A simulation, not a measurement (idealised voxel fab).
process module | voxel wiring stack
cross-section cut | 245 nm wide | cells 5 nm
A cross-section is a grid of square cells, given in bands from the top down. A band is one or more rows of cells.
Each band's line starts with the height of the band's top and of its bottom, in nm. Then come its materials from left to right, each with its width in nm. One material with "throughout" fills the band from edge to edge. "air" is empty space.
Height 0 is the level under which the wafer as received is all one material. The lowest band goes on downwards, as in "0 down".
A width such as "30 to 40" changes by the same amount from each row of cells to the next, from the band's top row to its bottom row.
"no change" after a step means that no cell of the cross-section changed.
closed voids: empty space of 8 cells or more with no open way to the top, each as width x height at its distance from the left edge, in nm
after a step's settings: what the simulator itself notes on the step
overlay nm, on a step with a mask: how far to the right of its planned place the mask lay; to the left if negative
Each pair below shows a cross-section before one step and the cross-section after it, down to the lowest band that changed. The line under each pair gives the step between them, with its settings. The pairs can come from different runs of this module on the same starting wafer, so a pair continues from the pair above only where its "before" says so.
before
  0 down: Si throughout
  closed voids: none
after
  10 to 0: SiO2 throughout
  below 0: unchanged
  closed voids: none
the step between: op CONFORMAL_DEP | material SiO2 | thk nm 10
before: the cross-section after the pair above
after
  15 to 10: SiN throughout
  below 10: unchanged
  closed voids: none
the step between: op CONFORMAL_DEP | material SiN | thk nm 5
before: the cross-section after the pair above
after
  35 to 15: lowk throughout
  below 15: unchanged
  closed voids: none
the step between: op DIRECTIONAL_DEP | material lowk | thk nm 20
before: the cross-section after the pair above
after
  50 to 35: resist 85 | air 30 | resist 15 | air 30 | resist 85
  below 35: unchanged
  closed voids: none
the step between: op PATTERN | tone open | mask id METAL_1 | material resist | width nm 30 | pitch nm 45 | thk nm 15 | overlay nm 0
before: the cross-section after the pair above
after
  50 to 35: resist 85 | air 30 | resist 15 | air 30 | resist 85
  35 to 15: lowk 85 | air 30 | lowk 15 | air 30 | lowk 85
  below 15: unchanged
  closed voids: none
the step between: op DIRECTIONAL_ETCH | etch materials lowk | depth nm 20
before: the cross-section after the pair above
after
  50 to 35: resist 85 | air 30 | resist 15 | air 30 | resist 85
  35 to 15: lowk 85 | air 30 | lowk 15 | air 30 | lowk 85
  15 to 10: SiN 85 | air 30 | SiN 15 | air 30 | SiN 85
  below 10: unchanged
  closed voids: none
the step between: op DIRECTIONAL_ETCH | etch materials SiN | depth nm 5
before: the cross-section after the pair above
after
  35 to 15: lowk 85 | air 30 | lowk 15 | air 30 | lowk 85
  below 15: unchanged
  closed voids: none
the step between: op STRIP | etch materials resist
before: the cross-section after the pair above
after
  40 to 35: TiN 90 | air 20 | TiN 25 | air 20 | TiN 90
  35 to 15: lowk 85 | TiN 5 | air 20 | TiN 5 | lowk 15 | TiN 5 | air 20 | TiN 5 | lowk 85
  15 to 10: SiN 85 | TiN 30 | SiN 15 | TiN 30 | SiN 85
  below 10: unchanged
  closed voids: none
the step between: op CONFORMAL_DEP | material TiN | thk nm 5
before: the cross-section after the pair above
after
  45 to 40: Ru throughout
  40 to 35: TiN 90 | Ru 20 | TiN 25 | Ru 20 | TiN 90
  35 to 15: lowk 85 | TiN 5 | Ru 20 | TiN 5 | lowk 15 | TiN 5 | Ru 20 | TiN 5 | lowk 85
  below 15: unchanged
  closed voids: none
the step between: op FILL_DEP | material Ru | thk nm 5
before: the cross-section after the pair above
after
  35 to 15: lowk 85 | TiN 5 | Ru 20 | TiN 5 | lowk 15 | TiN 5 | Ru 20 | TiN 5 | lowk 85
  below 15: unchanged
  closed voids: none
the step between: op CMP | height nm 35
before: the cross-section after the pair above
after
  40 to 35: air 80 | Ru 40 | air 5 | Ru 40 | air 80
  below 35: unchanged
  closed voids: none
the step between: op EPI | material Ru | thk nm 5
before: the cross-section after the pair above
after
  45 to 40: SiCN throughout
  40 to 35: SiCN 80 | Ru 40 | SiCN 5 | Ru 40 | SiCN 80
  below 35: unchanged
  closed voids: none
the step between: op FILL_DEP | material SiCN | thk nm 5
before: the cross-section after the pair above
after
  80 to 45: lowk throughout
  below 45: unchanged
  closed voids: none
the step between: op DIRECTIONAL_DEP | material lowk | thk nm 35
before: the cross-section after the pair above
after
  90 to 80: aC throughout
  below 80: unchanged
  closed voids: none
the step between: op DIRECTIONAL_DEP | material aC | thk nm 10
before: the cross-section after the pair above
after
  115 to 90: resist 85 | air 30 | resist 15 | air 30 | resist 85
  below 90: unchanged
  closed voids: none
the step between: op PATTERN | tone open | mask id METAL_2 | material resist | width nm 30 | pitch nm 45 | thk nm 25 | overlay nm 0
before: the cross-section after the pair above
after
  105 to 90: resist 85 | air 30 | resist 15 | air 30 | resist 85
  90 to 80: aC 85 | air 30 | aC 15 | air 30 | aC 85
  below 80: unchanged
  closed voids: none
the step between: op DIRECTIONAL_ETCH | etch materials aC | depth nm 10
before: the cross-section after the pair above
after
  90 to 80: aC 85 | air 30 | aC 15 | air 30 | aC 85
  below 80: unchanged
  closed voids: none
the step between: op STRIP | etch materials resist
before: the cross-section after the pair above
after
  90 to 80: aC 85 | air 30 | aC 15 | air 30 | aC 85
  80 to 60: lowk 85 | air 30 | lowk 15 | air 30 | lowk 85
  below 60: unchanged
  closed voids: none
the step between: op DIRECTIONAL_ETCH | etch materials lowk | depth nm 20
before: the cross-section after the pair above
after
  80 to 60: lowk 85 | air 30 | lowk 15 | air 30 | lowk 85
  below 60: unchanged
  closed voids: none
the step between: op STRIP | etch materials aC
before: the cross-section after the pair above
after
  90 to 80: aC 85 | air 30 | aC 15 | air 30 | aC 85
  80 to 70: lowk 85 | air 30 | lowk 15 | air 30 | lowk 85
  70 to 60: lowk 85 | aC 30 | lowk 15 | aC 30 | lowk 85
  below 60: unchanged
  closed voids: none
the step between: op DIRECTIONAL_DEP | material aC | thk nm 10
before: the cross-section after the pair above
after
  120 to 90: resist 85 | air 15 | resist 145
  90 to 80: aC 85 | air 15 | resist 15 | aC 15 | resist 30 | aC 85
  80 to 70: lowk 85 | air 15 | resist 15 | lowk 15 | resist 30 | lowk 85
  below 70: unchanged
  closed voids: none
the step between: op PATTERN | tone open | mask id METAL_2_HOLES | material resist | width nm 15 | thk nm 30 | overlay nm 0
before: the cross-section after the pair above
after
  110 to 90: resist 85 | air 15 | resist 145
  90 to 80: aC 85 | air 15 | resist 15 | aC 15 | resist 30 | aC 85
  80 to 70: lowk 85 | air 15 | resist 15 | lowk 15 | resist 30 | lowk 85
  70 to 60: lowk 85 | air 15 | aC 15 | lowk 15 | aC 30 | lowk 85
  below 60: unchanged
  closed voids: none
the step between: op DIRECTIONAL_ETCH | etch materials aC | depth nm 10
before: the cross-section after the pair above
after
  90 to 80: aC 85 | air 30 | aC 15 | air 30 | aC 85
  80 to 70: lowk 85 | air 30 | lowk 15 | air 30 | lowk 85
  below 70: unchanged
  closed voids: none
the step between: op STRIP | etch materials resist
before: the cross-section after the pair above
after
  90 to 80: aC 85 | air 30 | aC 15 | air 30 | aC 85
  80 to 70: lowk 85 | air 30 | lowk 15 | air 30 | lowk 85
  70 to 60: lowk 85 | air 15 | aC 15 | lowk 15 | aC 30 | lowk 85
  60 to 45: lowk 85 | air 15 | lowk 145
  below 45: unchanged
  closed voids: none
the step between: op DIRECTIONAL_ETCH | etch materials lowk | depth nm 15
before: the cross-section after the pair above
after
  90 to 80: aC 85 | air 30 | aC 15 | air 30 | aC 85
  80 to 70: lowk 85 | air 30 | lowk 15 | air 30 | lowk 85
  70 to 60: lowk 85 | air 15 | aC 15 | lowk 15 | aC 30 | lowk 85
  60 to 45: lowk 85 | air 15 | lowk 145
  45 to 40: SiCN 85 | air 15 | SiCN 145
  below 40: unchanged
  closed voids: none
the step between: op DIRECTIONAL_ETCH | etch materials SiCN | depth nm 5
before: the cross-section after the pair above
after
  80 to 60: lowk 85 | air 30 | lowk 15 | air 30 | lowk 85
  below 60: unchanged
  closed voids: none
the step between: op STRIP | etch materials aC
before: the cross-section after the pair above
after
  85 to 80: TiN 90 | air 20 | TiN 25 | air 20 | TiN 90
  80 to 65: lowk 85 | TiN 5 | air 20 | TiN 5 | lowk 15 | TiN 5 | air 20 | TiN 5 | lowk 85
  65 to 60: lowk 85 | TiN 5 | air 5 | TiN 20 | lowk 15 | TiN 30 | lowk 85
  60 to 45: lowk 85 | TiN 5 | air 5 | TiN 5 | lowk 145
  45 to 40: SiCN 85 | TiN 15 | SiCN 145
  below 40: unchanged
  closed voids: none
the step between: op CONFORMAL_DEP | material TiN | thk nm 5
before: the cross-section after the pair above
after
  90 to 85: Cu throughout
  85 to 80: TiN 90 | Cu 20 | TiN 25 | Cu 20 | TiN 90
  80 to 65: lowk 85 | TiN 5 | Cu 20 | TiN 5 | lowk 15 | TiN 5 | Cu 20 | TiN 5 | lowk 85
  65 to 60: lowk 85 | TiN 5 | Cu 5 | TiN 20 | lowk 15 | TiN 30 | lowk 85
  60 to 45: lowk 85 | TiN 5 | Cu 5 | TiN 5 | lowk 145
  below 45: unchanged
  closed voids: none
the step between: op FILL_DEP | material Cu | thk nm 5
before: the cross-section after the pair above
after
  80 to 65: lowk 85 | TiN 5 | Cu 20 | TiN 5 | lowk 15 | TiN 5 | Cu 20 | TiN 5 | lowk 85
  below 65: unchanged
  closed voids: none
the step between: op CMP | height nm 80
before: the cross-section after the pair above
after
  85 to 80: SiCN throughout
  below 80: unchanged
  closed voids: none
the step between: op CONFORMAL_DEP | material SiCN | thk nm 5
before
  40 to 35: air 80 | Ru 40 | air 5 | Ru 40 | air 80
  35 to 15: lowk 85 | TiN 5 | Ru 20 | TiN 5 | lowk 15 | TiN 5 | Ru 20 | TiN 5 | lowk 85
  15 to 10: SiN 85 | TiN 30 | SiN 15 | TiN 30 | SiN 85
  10 to 0: SiO2 throughout
  0 down: Si throughout
  closed voids: none
after
  75 to 70: air 80 | lowk 40 | air 5 | lowk 40 | air 80
  70 to 40: lowk throughout
  40 to 35: lowk 80 | Ru 40 | lowk 5 | Ru 40 | lowk 80
  below 35: unchanged
  closed voids: none
the step between: op DIRECTIONAL_DEP | material lowk | thk nm 35
before: the cross-section after the pair above
after
  85 to 80: air 80 | aC 40 | air 5 | aC 40 | air 80
  80 to 75: aC throughout
  75 to 70: aC 80 | lowk 40 | aC 5 | lowk 40 | aC 80
  below 70: unchanged
  closed voids: none
the step between: op DIRECTIONAL_DEP | material aC | thk nm 10
before: the cross-section after the pair above
after
  110 to 85: resist 85 | air 30 | resist 15 | air 30 | resist 85
  85 to 80: resist 80 | aC 40 | resist 5 | aC 40 | resist 80
  below 80: unchanged
  closed voids: none
the step between: op PATTERN | tone open | mask id METAL_2 | material resist | width nm 30 | pitch nm 45 | thk nm 25 | overlay nm 0
before: the cross-section after the pair above
after
  100 to 85: resist 85 | air 30 | resist 15 | air 30 | resist 85
  85 to 80: resist 80 | aC 5 | air 30 | aC 5 | resist 5 | aC 5 | air 30 | aC 5 | resist 80
  80 to 75: aC 85 | air 30 | aC 15 | air 30 | aC 85
  below 75: unchanged
  closed voids: none
the step between: op DIRECTIONAL_ETCH | etch materials aC | depth nm 10
before: the cross-section after the pair above
after
  85 to 80: air 80 | aC 5 | air 30 | aC 5 | air 5 | aC 5 | air 30 | aC 5 | air 80
  below 80: unchanged
  closed voids: none
the step between: op STRIP | etch materials resist
before: the cross-section after the pair above
after
  85 to 80: air 80 | aC 5 | air 30 | aC 5 | air 5 | aC 5 | air 30 | aC 5 | air 80
  80 to 75: aC 85 | air 30 | aC 15 | air 30 | aC 85
  75 to 70: aC 80 | lowk 5 | air 30 | lowk 5 | aC 5 | lowk 5 | air 30 | lowk 5 | aC 80
  70 to 55: lowk 85 | air 30 | lowk 15 | air 30 | lowk 85
  below 55: unchanged
  closed voids: none
the step between: op DIRECTIONAL_ETCH | etch materials lowk | depth nm 20
before: the cross-section after the pair above
after
  75 to 70: air 80 | lowk 5 | air 30 | lowk 5 | air 5 | lowk 5 | air 30 | lowk 5 | air 80
  below 70: unchanged
  closed voids: none
the step between: op STRIP | etch materials aC
before: the cross-section after the pair above
after
  85 to 80: air 80 | aC 5 | air 30 | aC 5 | air 5 | aC 5 | air 30 | aC 5 | air 80
  80 to 75: aC 85 | air 30 | aC 15 | air 30 | aC 85
  75 to 70: aC 80 | lowk 5 | air 30 | lowk 5 | aC 5 | lowk 5 | air 30 | lowk 5 | aC 80
  70 to 65: lowk 85 | air 30 | lowk 15 | air 30 | lowk 85
  65 to 55: lowk 85 | aC 30 | lowk 15 | aC 30 | lowk 85
  below 55: unchanged
  closed voids: none
the step between: op DIRECTIONAL_DEP | material aC | thk nm 10
before: the cross-section after the pair above
after
  115 to 85: resist 85 | air 15 | resist 145
  85 to 80: resist 80 | aC 5 | air 15 | resist 15 | aC 5 | resist 5 | aC 5 | resist 30 | aC 5 | resist 80
  80 to 75: aC 85 | air 15 | resist 15 | aC 15 | resist 30 | aC 85
  75 to 70: aC 80 | lowk 5 | air 15 | resist 15 | lowk 5 | aC 5 | lowk 5 | resist 30 | lowk 5 | aC 80
  70 to 65: lowk 85 | air 15 | resist 15 | lowk 15 | resist 30 | lowk 85
  below 65: unchanged
  closed voids: none
the step between: op PATTERN | tone open | mask id METAL_2_HOLES | material resist | width nm 15 | thk nm 30 | overlay nm 0
before: the cross-section after the pair above
after
  105 to 85: resist 85 | air 15 | resist 145
  85 to 80: resist 80 | aC 5 | air 15 | resist 15 | aC 5 | resist 5 | aC 5 | resist 30 | aC 5 | resist 80
  80 to 75: aC 85 | air 15 | resist 15 | aC 15 | resist 30 | aC 85
  75 to 70: aC 80 | lowk 5 | air 15 | resist 15 | lowk 5 | aC 5 | lowk 5 | resist 30 | lowk 5 | aC 80
  70 to 65: lowk 85 | air 15 | resist 15 | lowk 15 | resist 30 | lowk 85
  65 to 55: lowk 85 | air 15 | aC 15 | lowk 15 | aC 30 | lowk 85
  below 55: unchanged
  closed voids: none
the step between: op DIRECTIONAL_ETCH | etch materials aC | depth nm 10
before: the cross-section after the pair above
after
  85 to 80: air 80 | aC 5 | air 30 | aC 5 | air 5 | aC 5 | air 30 | aC 5 | air 80
  80 to 75: aC 85 | air 30 | aC 15 | air 30 | aC 85
  75 to 70: aC 80 | lowk 5 | air 30 | lowk 5 | aC 5 | lowk 5 | air 30 | lowk 5 | aC 80
  70 to 65: lowk 85 | air 30 | lowk 15 | air 30 | lowk 85
  below 65: unchanged
  closed voids: none
the step between: op STRIP | etch materials resist
before: the cross-section after the pair above
after
  85 to 80: air 80 | aC 5 | air 30 | aC 5 | air 5 | aC 5 | air 30 | aC 5 | air 80
  80 to 75: aC 85 | air 30 | aC 15 | air 30 | aC 85
  75 to 70: aC 80 | lowk 5 | air 30 | lowk 5 | aC 5 | lowk 5 | air 30 | lowk 5 | aC 80
  70 to 65: lowk 85 | air 30 | lowk 15 | air 30 | lowk 85
  65 to 55: lowk 85 | air 15 | aC 15 | lowk 15 | aC 30 | lowk 85
  55 to 40: lowk 85 | air 15 | lowk 145
  below 40: unchanged
  closed voids: none
the step between: op DIRECTIONAL_ETCH | etch materials lowk | depth nm 15
before: the cross-section after the pair above
after
  75 to 70: air 80 | lowk 5 | air 30 | lowk 5 | air 5 | lowk 5 | air 30 | lowk 5 | air 80
  70 to 55: lowk 85 | air 30 | lowk 15 | air 30 | lowk 85
  below 55: unchanged
  closed voids: none
the step between: op STRIP | etch materials aC
before: the cross-section after the pair above
after
  80 to 75: air 75 | TiN 15 | air 20 | TiN 25 | air 20 | TiN 15 | air 75
  75 to 70: TiN 80 | lowk 5 | TiN 5 | air 20 | TiN 5 | lowk 5 | TiN 5 | lowk 5 | TiN 5 | air 20 | TiN 5 | lowk 5 | TiN 80
  70 to 60: lowk 85 | TiN 5 | air 20 | TiN 5 | lowk 15 | TiN 5 | air 20 | TiN 5 | lowk 85
  60 to 55: lowk 85 | TiN 5 | air 5 | TiN 20 | lowk 15 | TiN 30 | lowk 85
  55 to 45: lowk 85 | TiN 5 | air 5 | TiN 5 | lowk 145
  45 to 40: lowk 85 | TiN 15 | lowk 145
  below 40: unchanged
  closed voids: none
the step between: op CONFORMAL_DEP | material TiN | thk nm 5
before: the cross-section after the pair above
after
  85 to 80: Cu throughout
  80 to 75: Cu 75 | TiN 15 | Cu 20 | TiN 25 | Cu 20 | TiN 15 | Cu 75
  75 to 70: TiN 80 | lowk 5 | TiN 5 | Cu 20 | TiN 5 | lowk 5 | TiN 5 | lowk 5 | TiN 5 | Cu 20 | TiN 5 | lowk 5 | TiN 80
  70 to 60: lowk 85 | TiN 5 | Cu 20 | TiN 5 | lowk 15 | TiN 5 | Cu 20 | TiN 5 | lowk 85
  60 to 55: lowk 85 | TiN 5 | Cu 5 | TiN 20 | lowk 15 | TiN 30 | lowk 85
  55 to 45: lowk 85 | TiN 5 | Cu 5 | TiN 5 | lowk 145
  below 45: unchanged
  closed voids: none
the step between: op FILL_DEP | material Cu | thk nm 5
before: the cross-section after the pair above
after
  80 to 75: Cu 75 | TiN 15 | Cu 20 | TiN 25 | Cu 20 | TiN 15 | Cu 75
  below 75: unchanged
  closed voids: none
the step between: op CMP | height nm 80
before: the cross-section after the pair above
after
  85 to 80: SiCN throughout
  below 80: unchanged
  closed voids: none
the step between: op CONFORMAL_DEP | material SiCN | thk nm 5
before
  90 to 80: aC 85 | air 30 | aC 15 | air 30 | aC 85
  80 to 60: lowk 85 | air 30 | lowk 15 | air 30 | lowk 85
  60 to 45: lowk throughout
  45 to 40: SiCN throughout
  40 to 35: SiCN 80 | Ru 40 | SiCN 5 | Ru 40 | SiCN 80
  35 to 15: lowk 85 | TiN 5 | Ru 20 | TiN 5 | lowk 15 | TiN 5 | Ru 20 | TiN 5 | lowk 85
  15 to 10: SiN 85 | TiN 30 | SiN 15 | TiN 30 | SiN 85
  10 to 0: SiO2 throughout
  0 down: Si throughout
  closed voids: none
after
  90 to 80: aC 85 | air 30 | aC 15 | air 30 | aC 85
  80 to 45: lowk 85 | air 30 | lowk 15 | air 30 | lowk 85
  below 45: unchanged
  closed voids: none
the step between: op DIRECTIONAL_ETCH | etch materials lowk | depth nm 20
before: the cross-section after the pair above
after
  80 to 45: lowk 85 | air 30 | lowk 15 | air 30 | lowk 85
  below 45: unchanged
  closed voids: none
the step between: op STRIP | etch materials aC
before: the cross-section after the pair above
after
  90 to 80: aC 85 | air 30 | aC 15 | air 30 | aC 85
  80 to 55: lowk 85 | air 30 | lowk 15 | air 30 | lowk 85
  55 to 45: lowk 85 | aC 30 | lowk 15 | aC 30 | lowk 85
  below 45: unchanged
  closed voids: none
the step between: op DIRECTIONAL_DEP | material aC | thk nm 10
before: the cross-section after the pair above
after
  120 to 90: resist 85 | air 15 | resist 145
  90 to 80: aC 85 | air 15 | resist 15 | aC 15 | resist 30 | aC 85
  80 to 55: lowk 85 | air 15 | resist 15 | lowk 15 | resist 30 | lowk 85
  below 55: unchanged
  closed voids: none
the step between: op PATTERN | tone open | mask id METAL_2_HOLES | material resist | width nm 15 | thk nm 30 | overlay nm 0
before: the cross-section after the pair above
after
  110 to 90: resist 85 | air 15 | resist 145
  90 to 80: aC 85 | air 15 | resist 15 | aC 15 | resist 30 | aC 85
  80 to 55: lowk 85 | air 15 | resist 15 | lowk 15 | resist 30 | lowk 85
  55 to 45: lowk 85 | air 15 | aC 15 | lowk 15 | aC 30 | lowk 85
  below 45: unchanged
  closed voids: none
the step between: op DIRECTIONAL_ETCH | etch materials aC | depth nm 10
before: the cross-section after the pair above
after
  90 to 80: aC 85 | air 30 | aC 15 | air 30 | aC 85
  80 to 55: lowk 85 | air 30 | lowk 15 | air 30 | lowk 85
  below 55: unchanged
  closed voids: none
the step between: op STRIP | etch materials resist
before: the cross-section after the pair above
after
  90 to 80: aC 85 | air 30 | aC 15 | air 30 | aC 85
  80 to 55: lowk 85 | air 30 | lowk 15 | air 30 | lowk 85
  55 to 45: lowk 85 | air 15 | aC 15 | lowk 15 | aC 30 | lowk 85
  45 to 40: SiCN 85 | air 15 | SiCN 145
  below 40: unchanged
  closed voids: none
the step between: op DIRECTIONAL_ETCH | etch materials SiCN | depth nm 5
before: the cross-section after the pair above
after
  80 to 45: lowk 85 | air 30 | lowk 15 | air 30 | lowk 85
  below 45: unchanged
  closed voids: none
the step between: op STRIP | etch materials aC
before: the cross-section after the pair above
after
  85 to 80: TiN 90 | air 20 | TiN 25 | air 20 | TiN 90
  80 to 50: lowk 85 | TiN 5 | air 20 | TiN 5 | lowk 15 | TiN 5 | air 20 | TiN 5 | lowk 85
  50 to 45: lowk 85 | TiN 5 | air 5 | TiN 20 | lowk 15 | TiN 30 | lowk 85
  45 to 40: SiCN 85 | TiN 15 | SiCN 145
  below 40: unchanged
  closed voids: none
the step between: op CONFORMAL_DEP | material TiN | thk nm 5
before: the cross-section after the pair above
after
  90 to 85: Cu throughout
  85 to 80: TiN 90 | Cu 20 | TiN 25 | Cu 20 | TiN 90
  80 to 50: lowk 85 | TiN 5 | Cu 20 | TiN 5 | lowk 15 | TiN 5 | Cu 20 | TiN 5 | lowk 85
  50 to 45: lowk 85 | TiN 5 | Cu 5 | TiN 20 | lowk 15 | TiN 30 | lowk 85
  below 45: unchanged
  closed voids: none
the step between: op FILL_DEP | material Cu | thk nm 5
before: the cross-section after the pair above
after
  80 to 50: lowk 85 | TiN 5 | Cu 20 | TiN 5 | lowk 15 | TiN 5 | Cu 20 | TiN 5 | lowk 85
  below 50: unchanged
  closed voids: none
the step between: op CMP | height nm 80
before: the cross-section after the pair above
after
  85 to 80: SiCN throughout
  below 80: unchanged
  closed voids: none
the step between: op CONFORMAL_DEP | material SiCN | thk nm 5
before
  0 down: Si throughout
  closed voids: none
after
  5 to 0: SiN throughout
  below 0: unchanged
  closed voids: none
the step between: op CONFORMAL_DEP | material SiN | thk nm 5
before: the cross-section after the pair above
after
  15 to 5: SiO2 throughout
  below 5: unchanged
  closed voids: none
the step between: op CONFORMAL_DEP | material SiO2 | thk nm 10
before: the cross-section after the pair above
after
  35 to 15: lowk throughout
  below 15: unchanged
  closed voids: none
the step between: op DIRECTIONAL_DEP | material lowk | thk nm 20
before: the cross-section after the pair above
after
  50 to 35: resist 85 | air 30 | resist 15 | air 30 | resist 85
  below 35: unchanged
  closed voids: none
the step between: op PATTERN | tone open | mask id METAL_1 | material resist | width nm 30 | pitch nm 45 | thk nm 15 | overlay nm 0
before: the cross-section after the pair above
after
  50 to 35: resist 85 | air 30 | resist 15 | air 30 | resist 85
  35 to 15: lowk 85 | air 30 | lowk 15 | air 30 | lowk 85
  below 15: unchanged
  closed voids: none
the step between: op DIRECTIONAL_ETCH | etch materials lowk | depth nm 20
before: the cross-section after the pair above
after
  35 to 15: lowk 85 | air 30 | lowk 15 | air 30 | lowk 85
  below 15: unchanged
  closed voids: none
the step between: op STRIP | etch materials resist
before: the cross-section after the pair above
after
  40 to 35: TiN 90 | air 20 | TiN 25 | air 20 | TiN 90
  35 to 20: lowk 85 | TiN 5 | air 20 | TiN 5 | lowk 15 | TiN 5 | air 20 | TiN 5 | lowk 85
  20 to 15: lowk 85 | TiN 30 | lowk 15 | TiN 30 | lowk 85
  below 15: unchanged
  closed voids: none
the step between: op CONFORMAL_DEP | material TiN | thk nm 5
before: the cross-section after the pair above
after
  45 to 40: Ru throughout
  40 to 35: TiN 90 | Ru 20 | TiN 25 | Ru 20 | TiN 90
  35 to 20: lowk 85 | TiN 5 | Ru 20 | TiN 5 | lowk 15 | TiN 5 | Ru 20 | TiN 5 | lowk 85
  below 20: unchanged
  closed voids: none
the step between: op FILL_DEP | material Ru | thk nm 5
before: the cross-section after the pair above
after
  35 to 20: lowk 85 | TiN 5 | Ru 20 | TiN 5 | lowk 15 | TiN 5 | Ru 20 | TiN 5 | lowk 85
  below 20: unchanged
  closed voids: none
the step between: op CMP | height nm 35
before: the cross-section after the pair above
after
  40 to 35: air 80 | Ru 40 | air 5 | Ru 40 | air 80
  below 35: unchanged
  closed voids: none
the step between: op EPI | material Ru | thk nm 5
before: the cross-section after the pair above
after
  45 to 40: SiCN throughout
  40 to 35: SiCN 80 | Ru 40 | SiCN 5 | Ru 40 | SiCN 80
  below 35: unchanged
  closed voids: none
the step between: op FILL_DEP | material SiCN | thk nm 5
before: the cross-section after the pair above
after
  80 to 45: lowk throughout
  below 45: unchanged
  closed voids: none
the step between: op DIRECTIONAL_DEP | material lowk | thk nm 35
before: the cross-section after the pair above
after
  90 to 80: aC throughout
  below 80: unchanged
  closed voids: none
the step between: op DIRECTIONAL_DEP | material aC | thk nm 10
before: the cross-section after the pair above
after
  115 to 90: resist 85 | air 30 | resist 15 | air 30 | resist 85
  below 90: unchanged
  closed voids: none
the step between: op PATTERN | tone open | mask id METAL_2 | material resist | width nm 30 | pitch nm 45 | thk nm 25 | overlay nm 0
before: the cross-section after the pair above
after
  105 to 90: resist 85 | air 30 | resist 15 | air 30 | resist 85
  90 to 80: aC 85 | air 30 | aC 15 | air 30 | aC 85
  below 80: unchanged
  closed voids: none
the step between: op DIRECTIONAL_ETCH | etch materials aC | depth nm 10
before: the cross-section after the pair above
after
  90 to 80: aC 85 | air 30 | aC 15 | air 30 | aC 85
  below 80: unchanged
  closed voids: none
the step between: op STRIP | etch materials resist
before: the cross-section after the pair above
after
  90 to 80: aC 85 | air 30 | aC 15 | air 30 | aC 85
  80 to 60: lowk 85 | air 30 | lowk 15 | air 30 | lowk 85
  below 60: unchanged
  closed voids: none
the step between: op DIRECTIONAL_ETCH | etch materials lowk | depth nm 20
before: the cross-section after the pair above
after
  80 to 60: lowk 85 | air 30 | lowk 15 | air 30 | lowk 85
  below 60: unchanged
  closed voids: none
the step between: op STRIP | etch materials aC
before: the cross-section after the pair above
after
  90 to 80: aC 85 | air 30 | aC 15 | air 30 | aC 85
  80 to 70: lowk 85 | air 30 | lowk 15 | air 30 | lowk 85
  70 to 60: lowk 85 | aC 30 | lowk 15 | aC 30 | lowk 85
  below 60: unchanged
  closed voids: none
the step between: op DIRECTIONAL_DEP | material aC | thk nm 10
before: the cross-section after the pair above
after
  120 to 90: resist 85 | air 15 | resist 145
  90 to 80: aC 85 | air 15 | resist 15 | aC 15 | resist 30 | aC 85
  80 to 70: lowk 85 | air 15 | resist 15 | lowk 15 | resist 30 | lowk 85
  below 70: unchanged
  closed voids: none
the step between: op PATTERN | tone open | mask id METAL_2_HOLES | material resist | width nm 15 | thk nm 30 | overlay nm 0
before: the cross-section after the pair above
after
  110 to 90: resist 85 | air 15 | resist 145
  90 to 80: aC 85 | air 15 | resist 15 | aC 15 | resist 30 | aC 85
  80 to 70: lowk 85 | air 15 | resist 15 | lowk 15 | resist 30 | lowk 85
  70 to 60: lowk 85 | air 15 | aC 15 | lowk 15 | aC 30 | lowk 85
  below 60: unchanged
  closed voids: none
the step between: op DIRECTIONAL_ETCH | etch materials aC | depth nm 10
before: the cross-section after the pair above
after
  90 to 80: aC 85 | air 30 | aC 15 | air 30 | aC 85
  80 to 70: lowk 85 | air 30 | lowk 15 | air 30 | lowk 85
  below 70: unchanged
  closed voids: none
the step between: op STRIP | etch materials resist
before: the cross-section after the pair above
after
  90 to 80: aC 85 | air 30 | aC 15 | air 30 | aC 85
  80 to 70: lowk 85 | air 30 | lowk 15 | air 30 | lowk 85
  70 to 60: lowk 85 | air 15 | aC 15 | lowk 15 | aC 30 | lowk 85
  60 to 45: lowk 85 | air 15 | lowk 145
  below 45: unchanged
  closed voids: none
the step between: op DIRECTIONAL_ETCH | etch materials lowk | depth nm 15
before: the cross-section after the pair above
after
  90 to 80: aC 85 | air 30 | aC 15 | air 30 | aC 85
  80 to 70: lowk 85 | air 30 | lowk 15 | air 30 | lowk 85
  70 to 60: lowk 85 | air 15 | aC 15 | lowk 15 | aC 30 | lowk 85
  60 to 45: lowk 85 | air 15 | lowk 145
  45 to 40: SiCN 85 | air 15 | SiCN 145
  below 40: unchanged
  closed voids: none
the step between: op DIRECTIONAL_ETCH | etch materials SiCN | depth nm 5
before: the cross-section after the pair above
after
  80 to 60: lowk 85 | air 30 | lowk 15 | air 30 | lowk 85
  below 60: unchanged
  closed voids: none
the step between: op STRIP | etch materials aC
before: the cross-section after the pair above
after
  85 to 80: TiN 90 | air 20 | TiN 25 | air 20 | TiN 90
  80 to 65: lowk 85 | TiN 5 | air 20 | TiN 5 | lowk 15 | TiN 5 | air 20 | TiN 5 | lowk 85
  65 to 60: lowk 85 | TiN 5 | air 5 | TiN 20 | lowk 15 | TiN 30 | lowk 85
  60 to 45: lowk 85 | TiN 5 | air 5 | TiN 5 | lowk 145
  45 to 40: SiCN 85 | TiN 15 | SiCN 145
  below 40: unchanged
  closed voids: none
the step between: op CONFORMAL_DEP | material TiN | thk nm 5
before: the cross-section after the pair above
after
  90 to 85: Cu throughout
  85 to 80: TiN 90 | Cu 20 | TiN 25 | Cu 20 | TiN 90
  80 to 65: lowk 85 | TiN 5 | Cu 20 | TiN 5 | lowk 15 | TiN 5 | Cu 20 | TiN 5 | lowk 85
  65 to 60: lowk 85 | TiN 5 | Cu 5 | TiN 20 | lowk 15 | TiN 30 | lowk 85
  60 to 45: lowk 85 | TiN 5 | Cu 5 | TiN 5 | lowk 145
  below 45: unchanged
  closed voids: none
the step between: op FILL_DEP | material Cu | thk nm 5
before: the cross-section after the pair above
after
  80 to 65: lowk 85 | TiN 5 | Cu 20 | TiN 5 | lowk 15 | TiN 5 | Cu 20 | TiN 5 | lowk 85
  below 65: unchanged
  closed voids: none
the step between: op CMP | height nm 80
before: the cross-section after the pair above
after
  85 to 80: SiCN throughout
  below 80: unchanged
  closed voids: none
the step between: op CONFORMAL_DEP | material SiCN | thk nm 5
